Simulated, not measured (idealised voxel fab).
The following is a process module called voxel spacer lines.
Shown is cross-section cut, with a width of 295 nm and square cells of size 5 nm.
A cross-section is written here as square cells arranged in a grid, and it is given in bands from the top down, each band taking up one or more rows of cells.
The band entry comprises the height of the band's top followed by the height of its bottom, expressed in nm, and subsequently the band's materials from left to right, each stated together with its width in nm. Where a single material is marked with the word "throughout", that material fills the band from edge to edge. The word "empty" represents empty space.
Where do heights start? At 0: under that level the wafer as delivered is made of one material only. And the lowest band has no floor; it just carries on downward, as in "0 down".
Quick explanation for "30->40": the width changes in equal steps down the rows of cells, from the first number in the band's top row to the second number in its bottom row.
"identical to before" means the step left every cell of the cross-section as it was.
Fully sealed cavities: empty space of 8 cells or more with no open way to the top, each as width x height at its distance from the left edge, in nm
Past the settings on a step's line: simulator remark, on that step.
When a step includes a mask, the "overlay nm" setting on its line states how far to the right of its planned place that mask lay, and negative values state how far to the left.
**Process steps (planned)**
1. RECEIVE with material Si
2. CONFORMAL_DEP with material Al2O3, thk nm 5
3. DIRECTIONAL_DEP with material SiN, thk nm 15
4. DIRECTIONAL_DEP with material aC, thk nm 20
5. PATTERN with tone cover, mask id MANDREL, material resist, width nm 15, pitch nm 60, thk nm 25, overlay nm -15
6. DIRECTIONAL_ETCH with etch materials aC, depth nm 20
7. STRIP with etch materials resist
8. CONFORMAL_DEP with material SiO2, thk nm 15
9. DIRECTIONAL_ETCH with etch materials SiO2, depth nm 15
10. STRIP with etch materials aC
11. DIRECTIONAL_ETCH with etch materials SiN, depth nm 15
12. STRIP with etch materials SiO2
13. FILL_DEP with material SiO2, thk nm 10
14. CMP with height nm 20
The wafers in this document start out alike and differ in the overlay nm applied at step 5; the plan shows the value used for the first wafer.
**Here's the first of the wafers in cross-section, just as we got it, i.e. after step 1**
* 0 down | Si throughout
* Fully sealed cavities: none
**First of several wafers: cross-section at the end of the module, after step 14, its last step**
* 20 to 5 | 80 nm SiO2; 15 nm SiN; 15 nm SiO2; 15 nm SiN; 15 nm SiO2; 15 nm SiN; 15 nm SiO2; 15 nm SiN; 110 nm SiO2
* 5 to 0 | Al2O3 throughout
* 0 down | Si throughout
* Fully sealed cavities: none
**Showing the last wafer in cross-section at the end of the module**
* 20 to 5 | 110 nm SiO2; 15 nm SiN; 15 nm SiO2; 15 nm SiN; 15 nm SiO2; 15 nm SiN; 15 nm SiO2; 15 nm SiN; 80 nm SiO2
* 5 to 0 | Al2O3 throughout
* 0 down | Si throughout
* Fully sealed cavities: none
**Where each wafer stands at the end of the module, a row apiece: cells of each material gained (+) or lost (-) since it was received, then closed voids**
overlay nm -15; +59 Al2O3; +36 SiN; +141 SiO2; Fully sealed cavities: none
overlay nm -10; +59 Al2O3; +36 SiN; +141 SiO2; Fully sealed cavities: none
overlay nm -5; +59 Al2O3; +36 SiN; +141 SiO2; Fully sealed cavities: none
overlay nm 0; +59 Al2O3; +36 SiN; +141 SiO2; Fully sealed cavities: none
overlay nm 5; +59 Al2O3; +36 SiN; +141 SiO2; Fully sealed cavities: none
overlay nm 10; +59 Al2O3; +36 SiN; +141 SiO2; Fully sealed cavities: none
overlay nm 15; +59 Al2O3; +36 SiN; +141 SiO2; Fully sealed cavities: none
